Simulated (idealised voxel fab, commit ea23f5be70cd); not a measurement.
Process module in this document: voxel quadruple lines
The cross-section shown here is cut; it is 245 nm wide and divided into square cells measuring 5 nm on a side.
Each cross-section below is a grid of square cells, stated as bands in top-down order, with one or more rows of cells making up each band.
Quick guide to a band line: top height, bottom height (nm) up front; then every material left to right with its width in nm. Only one material and it's marked "full width"? Then it fills the band edge to edge. And "blank" just means empty space.
Heads up on the height convention: 0 is the point under which the incoming wafer is all one material, and the lowest band has no bottom, it just keeps going down, like "z 0 and below".
A width such as "30->40" changes by the same amount from each row of cells to the next, from the band's top row to its bottom row.
"no alterations made" for a step: no cell of the cross-section changed in that step.
"Enclosed void listing" means: voids of 8 cells or more that are shut off from the top with no open way through. Written width x height at distance, distance from the left edge, in nm.
Post-settings text on a step line: simulator's own remark regarding the step.
overlay nm: where the mask lay relative to plan, measured to the right, on steps with a mask; negatives go left.
Each pair of cross-sections that follows straddles one process step: the one shows the state before the step, the other the state after it, down to the lowest band that changed and no further. The step in question, and its settings, are given under the pair. Note that a pair is not necessarily a continuation of the pair above it, since pairs can come from different runs of this module on the same starting wafer; it is a continuation only where its entry headed "Ex-ante state" says so.

[Ex-ante state]
  z 45 to 35  blank=25 / SiCN=35 / blank=25 / SiCN=35 / blank=5 / SiCN=35 / blank=25 / SiCN=35 / blank=25
  z 35 to 25  blank=25 / SiCN=10 / polySi=15 / SiCN=10 / blank=25 / SiCN=10 / polySi=15 / SiCN=10 / blank=5 / SiCN=10 / polySi=15 / SiCN=10 / blank=25 / SiCN=10 / polySi=15 / SiCN=10 / blank=25
  z 25 to 15  SiCN=35 / polySi=15 / SiCN=45 / polySi=15 / SiCN=25 / polySi=15 / SiCN=45 / polySi=15 / SiCN=35
  z 15 to 5  TiN full width
  z 5 to 0  Al2O3 full width
  z 0 and below  Si full width
  Enclosed void listing: none

[Section, Post-Step]
  z 35 to 15  blank=25 / SiCN=10 / polySi=15 / SiCN=10 / blank=25 / SiCN=10 / polySi=15 / SiCN=10 / blank=5 / SiCN=10 / polySi=15 / SiCN=10 / blank=25 / SiCN=10 / polySi=15 / SiCN=10 / blank=25
  Under the height 15 nothing was changed.
  Enclosed void listing: none
Between before and after above, the operation and settings are DIRECTIONAL_ETCH,etch materials SiCN,depth nm 10

Ex-ante state: taken from the pair above, after panel.

[Section, Post-Step]
  z 35 to 15  blank=25 / SiCN=10 / blank=15 / SiCN=10 / blank=25 / SiCN=10 / blank=15 / SiCN=10 / blank=5 / SiCN=10 / blank=15 / SiCN=10 / blank=25 / SiCN=10 / blank=15 / SiCN=10 / blank=25
  Under the height 15 nothing was changed.
  Enclosed void listing: none
Between before and after above, the operation and settings are STRIP,etch materials polySi

Ex-ante state: taken from the pair above, after panel.

[Section, Post-Step]
  z 35 to 15  blank=25 / SiCN=10 / blank=15 / SiCN=10 / blank=25 / SiCN=10 / blank=15 / SiCN=10 / blank=5 / SiCN=10 / blank=15 / SiCN=10 / blank=25 / SiCN=10 / blank=15 / SiCN=10 / blank=25
  z 15 to 5  blank=25 / TiN=10 / blank=15 / TiN=10 / blank=25 / TiN=10 / blank=15 / TiN=10 / blank=5 / TiN=10 / blank=15 / TiN=10 / blank=25 / TiN=10 / blank=15 / TiN=10 / blank=25
  Under the height 5 nothing was changed.
  Enclosed void listing: none
Between before and after above, the operation and settings are DIRECTIONAL_ETCH,etch materials TiN,depth nm 10

Ex-ante state: taken from the pair above, after panel.

[Section, Post-Step]
  z 15 to 5  blank=25 / TiN=10 / blank=15 / TiN=10 / blank=25 / TiN=10 / blank=15 / TiN=10 / blank=5 / TiN=10 / blank=15 / TiN=10 / blank=25 / TiN=10 / blank=15 / TiN=10 / blank=25
  Under the height 5 nothing was changed.
  Enclosed void listing: none
Between before and after above, the operation and settings are STRIP,etch materials SiCN

[Ex-ante state]
  z 60 to 35  aC full width
  z 35 to 15  polySi full width
  z 15 to 5  TiN full width
  z 5 to 0  Al2O3 full width
  z 0 and below  Si full width
  Enclosed void listing: none

[Section, Post-Step]
  z 90 to 60  blank=65 / resist=35 / blank=65 / resist=35 / blank=45
  Under the height 60 nothing was changed.
  Enclosed void listing: none
Between before and after above, the operation and settings are PATTERN,tone cover,mask id MANDREL,material resist,width nm 35,pitch nm 100,thk nm 30,overlay nm 10

Ex-ante state: taken from the pair above, after panel.

[Section, Post-Step]
  z 65 to 60  blank=65 / resist=35 / blank=65 / resist=35 / blank=45
  z 60 to 35  blank=65 / aC=35 / blank=65 / aC=35 / blank=45
  Under the height 35 nothing was changed.
  Enclosed void listing: none
Between before and after above, the operation and settings are DIRECTIONAL_ETCH,etch materials aC,depth nm 25

Ex-ante state: taken from the pair above, after panel.

[Section, Post-Step]
  z 60 to 35  blank=65 / aC=35 / blank=65 / aC=35 / blank=45
  Under the height 35 nothing was changed.
  Enclosed void listing: none
Between before and after above, the operation and settings are STRIP,etch materials resist

Ex-ante state: taken from the pair above, after panel.

[Section, Post-Step]
  z 75 to 60  blank=50 / SiO2=65 / blank=35 / SiO2=65 / blank=30
  z 60 to 50  blank=50 / SiO2=15 / aC=35 / SiO2=15 / blank=35 / SiO2=15 / aC=35 / SiO2=15 / blank=30
  z 50 to 35  SiO2=65 / aC=35 / SiO2=65 / aC=35 / SiO2=45
  Under the height 35 nothing was changed.
  Enclosed void listing: none
Between before and after above, the operation and settings are CONFORMAL_DEP,material SiO2,thk nm 15

Ex-ante state: taken from the pair above, after panel.

[Section, Post-Step]
  z 60 to 35  blank=50 / SiO2=15 / aC=35 / SiO2=15 / blank=35 / SiO2=15 / aC=35 / SiO2=15 / blank=30
  Under the height 35 nothing was changed.
  Enclosed void listing: none
Between before and after above, the operation and settings are DIRECTIONAL_ETCH,etch materials SiO2,depth nm 15

Ex-ante state: taken from the pair above, after panel.

[Section, Post-Step]
  z 60 to 35  blank=50 / SiO2=15 / blank=35 / SiO2=15 / blank=35 / SiO2=15 / blank=35 / SiO2=15 / blank=30
  Under the height 35 nothing was changed.
  Enclosed void listing: none
Between before and after above, the operation and settings are STRIP,etch materials aC

Ex-ante state: taken from the pair above, after panel.

[Section, Post-Step]
  z 60 to 35  blank=50 / SiO2=15 / blank=35 / SiO2=15 / blank=35 / SiO2=15 / blank=35 / SiO2=15 / blank=30
  z 35 to 15  blank=50 / polySi=15 / blank=35 / polySi=15 / blank=35 / polySi=15 / blank=35 / polySi=15 / blank=30
  Under the height 15 nothing was changed.
  Enclosed void listing: none
Between before and after above, the operation and settings are DIRECTIONAL_ETCH,etch materials polySi,depth nm 20

Ex-ante state: taken from the pair above, after panel.

[Section, Post-Step]
  z 35 to 15  blank=50 / polySi=15 / blank=35 / polySi=15 / blank=35 / polySi=15 / blank=35 / polySi=15 / blank=30
  Under the height 15 nothing was changed.
  Enclosed void listing: none
Between before and after above, the operation and settings are STRIP,etch materials SiO2

Ex-ante state: taken from the pair above, after panel.

[Section, Post-Step]
  z 45 to 35  blank=40 / SiCN=35 / blank=15 / SiCN=35 / blank=15 / SiCN=35 / blank=15 / SiCN=35 / blank=20
  z 35 to 25  blank=40 / SiCN=10 / polySi=15 / SiCN=10 / blank=15 / SiCN=10 / polySi=15 / SiCN=10 / blank=15 / SiCN=10 / polySi=15 / SiCN=10 / blank=15 / SiCN=10 / polySi=15 / SiCN=10 / blank=20
  z 25 to 15  SiCN=50 / polySi=15 / SiCN=35 / polySi=15 / SiCN=35 / polySi=15 / SiCN=35 / polySi=15 / SiCN=30
  Under the height 15 nothing was changed.
  Enclosed void listing: none
Between before and after above, the operation and settings are CONFORMAL_DEP,material SiCN,thk nm 10

Ex-ante state: taken from the pair above, after panel.

[Section, Post-Step]
  z 35 to 15  blank=40 / SiCN=10 / polySi=15 / SiCN=10 / blank=15 / SiCN=10 / polySi=15 / SiCN=10 / blank=15 / SiCN=10 / polySi=15 / SiCN=10 / blank=15 / SiCN=10 / polySi=15 / SiCN=10 / blank=20
  Under the height 15 nothing was changed.
  Enclosed void listing: none
Between before and after above, the operation and settings are DIRECTIONAL_ETCH,etch materials SiCN,depth nm 10

Ex-ante state: taken from the pair above, after panel.

[Section, Post-Step]
  z 35 to 15  blank=40 / SiCN=10 / blank=15 / SiCN=10 / blank=15 / SiCN=10 / blank=15 / SiCN=10 / blank=15 / SiCN=10 / blank=15 / SiCN=10 / blank=15 / SiCN=10 / blank=15 / SiCN=10 / blank=20
  Under the height 15 nothing was changed.
  Enclosed void listing: none
Between before and after above, the operation and settings are STRIP,etch materials polySi

Ex-ante state: taken from the pair above, after panel.

[Section, Post-Step]
  z 35 to 15  blank=40 / SiCN=10 / blank=15 / SiCN=10 / blank=15 / SiCN=10 / blank=15 / SiCN=10 / blank=15 / SiCN=10 / blank=15 / SiCN=10 / blank=15 / SiCN=10 / blank=15 / SiCN=10 / blank=20
  z 15 to 5  blank=40 / TiN=10 / blank=15 / TiN=10 / blank=15 / TiN=10 / blank=15 / TiN=10 / blank=15 / TiN=10 / blank=15 / TiN=10 / blank=15 / TiN=10 / blank=15 / TiN=10 / blank=20
  Under the height 5 nothing was changed.
  Enclosed void listing: none
Between before and after above, the operation and settings are DIRECTIONAL_ETCH,etch materials TiN,depth nm 10

Ex-ante state: taken from the pair above, after panel.

[Section, Post-Step]
  z 15 to 5  blank=40 / TiN=10 / blank=15 / TiN=10 / blank=15 / TiN=10 / blank=15 / TiN=10 / blank=15 / TiN=10 / blank=15 / TiN=10 / blank=15 / TiN=10 / blank=15 / TiN=10 / blank=20
  Under the height 5 nothing was changed.
  Enclosed void listing: none
Between before and after above, the operation and settings are STRIP,etch materials SiCN

[Ex-ante state]
  z 0 and below  Si full width
  Enclosed void listing: none

[Section, Post-Step]
  z 5 to 0  polySi full width
  Under the height 0 nothing was changed.
  Enclosed void listing: none
Between before and after above, the operation and settings are CONFORMAL_DEP,material polySi,thk nm 5

Ex-ante state: taken from the pair above, after panel.

[Section, Post-Step]
  z 15 to 5  TiN full width
  Under the height 5 nothing was changed.
  Enclosed void listing: none
Between before and after above, the operation and settings are DIRECTIONAL_DEP,material TiN,thk nm 10

Ex-ante state: taken from the pair above, after panel.

[Section, Post-Step]
  z 35 to 15  polySi full width
  Under the height 15 nothing was changed.
  Enclosed void listing: none
Between before and after above, the operation and settings are DIRECTIONAL_DEP,material polySi,thk nm 20

Ex-ante state: taken from the pair above, after panel.

[Section, Post-Step]
  z 60 to 35  aC full width
  Under the height 35 nothing was changed.
  Enclosed void listing: none
Between before and after above, the operation and settings are DIRECTIONAL_DEP,material aC,thk nm 25

Ex-ante state: taken from the pair above, after panel.

[Section, Post-Step]
  z 90 to 60  blank=55 / resist=35 / blank=65 / resist=35 / blank=55
  Under the height 60 nothing was changed.
  Enclosed void listing: none
Between before and after above, the operation and settings are PATTERN,tone cover,mask id MANDREL,material resist,width nm 35,pitch nm 100,thk nm 30,overlay nm 0

Ex-ante state: taken from the pair above, after panel.

[Section, Post-Step]
  z 65 to 60  blank=55 / resist=35 / blank=65 / resist=35 / blank=55
  z 60 to 35  blank=55 / aC=35 / blank=65 / aC=35 / blank=55
  Under the height 35 nothing was changed.
  Enclosed void listing: none
Between before and after above, the operation and settings are DIRECTIONAL_ETCH,etch materials aC,depth nm 25

Ex-ante state: taken from the pair above, after panel.

[Section, Post-Step]
  z 60 to 35  blank=55 / aC=35 / blank=65 / aC=35 / blank=55
  Under the height 35 nothing was changed.
  Enclosed void listing: none
Between before and after above, the operation and settings are STRIP,etch materials resist

Ex-ante state: taken from the pair above, after panel.

[Section, Post-Step]
  z 75 to 60  blank=40 / SiO2=65 / blank=35 / SiO2=65 / blank=40
  z 60 to 50  blank=40 / SiO2=15 / aC=35 / SiO2=15 / blank=35 / SiO2=15 / aC=35 / SiO2=15 / blank=40
  z 50 to 35  SiO2=55 / aC=35 / SiO2=65 / aC=35 / SiO2=55
  Under the height 35 nothing was changed.
  Enclosed void listing: none
Between before and after above, the operation and settings are CONFORMAL_DEP,material SiO2,thk nm 15

Ex-ante state: taken from the pair above, after panel.

[Section, Post-Step]
  z 60 to 35  blank=40 / SiO2=15 / aC=35 / SiO2=15 / blank=35 / SiO2=15 / aC=35 / SiO2=15 / blank=40
  Under the height 35 nothing was changed.
  Enclosed void listing: none
Between before and after above, the operation and settings are DIRECTIONAL_ETCH,etch materials SiO2,depth nm 15

Ex-ante state: taken from the pair above, after panel.

[Section, Post-Step]
  z 60 to 35  blank=40 / SiO2=15 / blank=35 / SiO2=15 / blank=35 / SiO2=15 / blank=35 / SiO2=15 / blank=40
  Under the height 35 nothing was changed.
  Enclosed void listing: none
Between before and after above, the operation and settings are STRIP,etch materials aC

Ex-ante state: taken from the pair above, after panel.

[Section, Post-Step]
  z 60 to 35  blank=40 / SiO2=15 / blank=35 / SiO2=15 / blank=35 / SiO2=15 / blank=35 / SiO2=15 / blank=40
  z 35 to 15  blank=40 / polySi=15 / blank=35 / polySi=15 / blank=35 / polySi=15 / blank=35 / polySi=15 / blank=40
  Under the height 15 nothing was changed.
  Enclosed void listing: none
Between before and after above, the operation and settings are DIRECTIONAL_ETCH,etch materials polySi,depth nm 20

Ex-ante state: taken from the pair above, after panel.

[Section, Post-Step]
  z 35 to 15  blank=40 / polySi=15 / blank=35 / polySi=15 / blank=35 / polySi=15 / blank=35 / polySi=15 / blank=40
  Under the height 15 nothing was changed.
  Enclosed void listing: none
Between before and after above, the operation and settings are STRIP,etch materials SiO2

Ex-ante state: taken from the pair above, after panel.

[Section, Post-Step]
  z 45 to 35  blank=30 / SiCN=35 / blank=15 / SiCN=35 / blank=15 / SiCN=35 / blank=15 / SiCN=35 / blank=30
  z 35 to 25  blank=30 / SiCN=10 / polySi=15 / SiCN=10 / blank=15 / SiCN=10 / polySi=15 / SiCN=10 / blank=15 / SiCN=10 / polySi=15 / SiCN=10 / blank=15 / SiCN=10 / polySi=15 / SiCN=10 / blank=30
  z 25 to 15  SiCN=40 / polySi=15 / SiCN=35 / polySi=15 / SiCN=35 / polySi=15 / SiCN=35 / polySi=15 / SiCN=40
  Under the height 15 nothing was changed.
  Enclosed void listing: none
Between before and after above, the operation and settings are CONFORMAL_DEP,material SiCN,thk nm 10

Ex-ante state: taken from the pair above, after panel.

[Section, Post-Step]
  z 35 to 15  blank=30 / SiCN=10 / polySi=15 / SiCN=10 / blank=15 / SiCN=10 / polySi=15 / SiCN=10 / blank=15 / SiCN=10 / polySi=15 / SiCN=10 / blank=15 / SiCN=10 / polySi=15 / SiCN=10 / blank=30
  Under the height 15 nothing was changed.
  Enclosed void listing: none
Between before and after above, the operation and settings are DIRECTIONAL_ETCH,etch materials SiCN,depth nm 10

Ex-ante state: taken from the pair above, after panel.

[Section, Post-Step]
  z 35 to 15  blank=30 / SiCN=10 / blank=15 / SiCN=10 / blank=15 / SiCN=10 / blank=15 / SiCN=10 / blank=15 / SiCN=10 / blank=15 / SiCN=10 / blank=15 / SiCN=10 / blank=15 / SiCN=10 / blank=30
  Under the height 15 nothing was changed.
  Enclosed void listing: none
Between before and after above, the operation and settings are STRIP,etch materials polySi

Ex-ante state: taken from the pair above, after panel.

[Section, Post-Step]
  z 35 to 15  blank=30 / SiCN=10 / blank=15 / SiCN=10 / blank=15 / SiCN=10 / blank=15 / SiCN=10 / blank=15 / SiCN=10 / blank=15 / SiCN=10 / blank=15 / SiCN=10 / blank=15 / SiCN=10 / blank=30
  z 15 to 5  blank=30 / TiN=10 / blank=15 / TiN=10 / blank=15 / TiN=10 / blank=15 / TiN=10 / blank=15 / TiN=10 / blank=15 / TiN=10 / blank=15 / TiN=10 / blank=15 / TiN=10 / blank=30
  Under the height 5 nothing was changed.
  Enclosed void listing: none
Between before and after above, the operation and settings are DIRECTIONAL_ETCH,etch materials TiN,depth nm 10

Ex-ante state: taken from the pair above, after panel.

[Section, Post-Step]
  z 15 to 5  blank=30 / TiN=10 / blank=15 / TiN=10 / blank=15 / TiN=10 / blank=15 / TiN=10 / blank=15 / TiN=10 / blank=15 / TiN=10 / blank=15 / TiN=10 / blank=15 / TiN=10 / blank=30
  Under the height 5 nothing was changed.
  Enclosed void listing: none
Between before and after above, the operation and settings are STRIP,etch materials SiCN

[Ex-ante state]
  z 60 to 35  aC full width
  z 35 to 15  polySi full width
  z 15 to 5  TiN full width
  z 5 to 0  Al2O3 full width
  z 0 and below  Si full width
  Enclosed void listing: none

[Section, Post-Step]
  z 90 to 60  resist=55 / blank=35 / resist=65 / blank=35 / resist=55
  Under the height 60 nothing was changed.
  Enclosed void listing: none
Between before and after above, the operation and settings are PATTERN,tone open,mask id MANDREL,material resist,width nm 35,pitch nm 100,thk nm 30,overlay nm 0

Ex-ante state: taken from the pair above, after panel.

[Section, Post-Step]
  z 65 to 60  resist=55 / blank=35 / resist=65 / blank=35 / resist=55
  z 60 to 35  aC=55 / blank=35 / aC=65 / blank=35 / aC=55
  Under the height 35 nothing was changed.
  Enclosed void listing: none
Between before and after above, the operation and settings are DIRECTIONAL_ETCH,etch materials aC,depth nm 25

Ex-ante state: taken from the pair above, after panel.

[Section, Post-Step]
  z 60 to 35  aC=55 / blank=35 / aC=65 / blank=35 / aC=55
  Under the height 35 nothing was changed.
  Enclosed void listing: none
Between before and after above, the operation and settings are STRIP,etch materials resist

Ex-ante state: taken from the pair above, after panel.

[Section, Post-Step]
  z 75 to 60  SiO2=70 / blank=5 / SiO2=95 / blank=5 / SiO2=70
  z 60 to 50  aC=55 / SiO2=15 / blank=5 / SiO2=15 / aC=65 / SiO2=15 / blank=5 / SiO2=15 / aC=55
  z 50 to 35  aC=55 / SiO2=35 / aC=65 / SiO2=35 / aC=55
  Under the height 35 nothing was changed.
  Enclosed void listing: none
Between before and after above, the operation and settings are CONFORMAL_DEP,material SiO2,thk nm 15

Ex-ante state: taken from the pair above, after panel.

[Section, Post-Step]
  z 60 to 35  aC=55 / SiO2=15 / blank=5 / SiO2=15 / aC=65 / SiO2=15 / blank=5 / SiO2=15 / aC=55
  Under the height 35 nothing was changed.
  Enclosed void listing: none
Between before and after above, the operation and settings are DIRECTIONAL_ETCH,etch materials SiO2,depth nm 15

Ex-ante state: taken from the pair above, after panel.

[Section, Post-Step]
  z 60 to 35  blank=55 / SiO2=15 / blank=5 / SiO2=15 / blank=65 / SiO2=15 / blank=5 / SiO2=15 / blank=55
  Under the height 35 nothing was changed.
  Enclosed void listing: none
Between before and after above, the operation and settings are STRIP,etch materials aC

Ex-ante state: taken from the pair above, after panel.

[Section, Post-Step]
  z 60 to 35  blank=55 / SiO2=15 / blank=5 / SiO2=15 / blank=65 / SiO2=15 / blank=5 / SiO2=15 / blank=55
  z 35 to 15  blank=55 / polySi=15 / blank=5 / polySi=15 / blank=65 / polySi=15 / blank=5 / polySi=15 / blank=55
  Under the height 15 nothing was changed.
  Enclosed void listing: none
Between before and after above, the operation and settings are DIRECTIONAL_ETCH,etch materials polySi,depth nm 20

Ex-ante state: taken from the pair above, after panel.

[Section, Post-Step]
  z 35 to 15  blank=55 / polySi=15 / blank=5 / polySi=15 / blank=65 / polySi=15 / blank=5 / polySi=15 / blank=55
  Under the height 15 nothing was changed.
  Enclosed void listing: none
Between before and after above, the operation and settings are STRIP,etch materials SiO2

Ex-ante state: taken from the pair above, after panel.

[Section, Post-Step]
  z 45 to 35  blank=45 / SiCN=55 / blank=45 / SiCN=55 / blank=45
  z 35 to 25  blank=45 / SiCN=10 / polySi=15 / SiCN=5 / polySi=15 / SiCN=10 / blank=45 / SiCN=10 / polySi=15 / SiCN=5 / polySi=15 / SiCN=10 / blank=45
  z 25 to 15  SiCN=55 / polySi=15 / SiCN=5 / polySi=15 / SiCN=65 / polySi=15 / SiCN=5 / polySi=15 / SiCN=55
  Under the height 15 nothing was changed.
  Enclosed void listing: none
Between before and after above, the operation and settings are CONFORMAL_DEP,material SiCN,thk nm 10

Ex-ante state: taken from the pair above, after panel.

[Section, Post-Step]
  z 35 to 15  blank=45 / SiCN=10 / polySi=15 / SiCN=5 / polySi=15 / SiCN=10 / blank=45 / SiCN=10 / polySi=15 / SiCN=5 / polySi=15 / SiCN=10 / blank=45
  Under the height 15 nothing was changed.
  Enclosed void listing: none
Between before and after above, the operation and settings are DIRECTIONAL_ETCH,etch materials SiCN,depth nm 10

Ex-ante state: taken from the pair above, after panel.

[Section, Post-Step]
  z 35 to 15  blank=45 / SiCN=10 / blank=15 / SiCN=5 / blank=15 / SiCN=10 / blank=45 / SiCN=10 / blank=15 / SiCN=5 / blank=15 / SiCN=10 / blank=45
  Under the height 15 nothing was changed.
  Enclosed void listing: none
Between before and after above, the operation and settings are STRIP,etch materials polySi

Ex-ante state: taken from the pair above, after panel.

[Section, Post-Step]
  z 35 to 15  blank=45 / SiCN=10 / blank=15 / SiCN=5 / blank=15 / SiCN=10 / blank=45 / SiCN=10 / blank=15 / SiCN=5 / blank=15 / SiCN=10 / blank=45
  z 15 to 5  blank=45 / TiN=10 / blank=15 / TiN=5 / blank=15 / TiN=10 / blank=45 / TiN=10 / blank=15 / TiN=5 / blank=15 / TiN=10 / blank=45
  Under the height 5 nothing was changed.
  Enclosed void listing: none
Between before and after above, the operation and settings are DIRECTIONAL_ETCH,etch materials TiN,depth nm 10

Ex-ante state: taken from the pair above, after panel.

[Section, Post-Step]
  z 15 to 5  blank=45 / TiN=10 / blank=15 / TiN=5 / blank=15 / TiN=10 / blank=45 / TiN=10 / blank=15 / TiN=5 / blank=15 / TiN=10 / blank=45
  Under the height 5 nothing was changed.
  Enclosed void listing: none
Between before and after above, the operation and settings are STRIP,etch materials SiCN
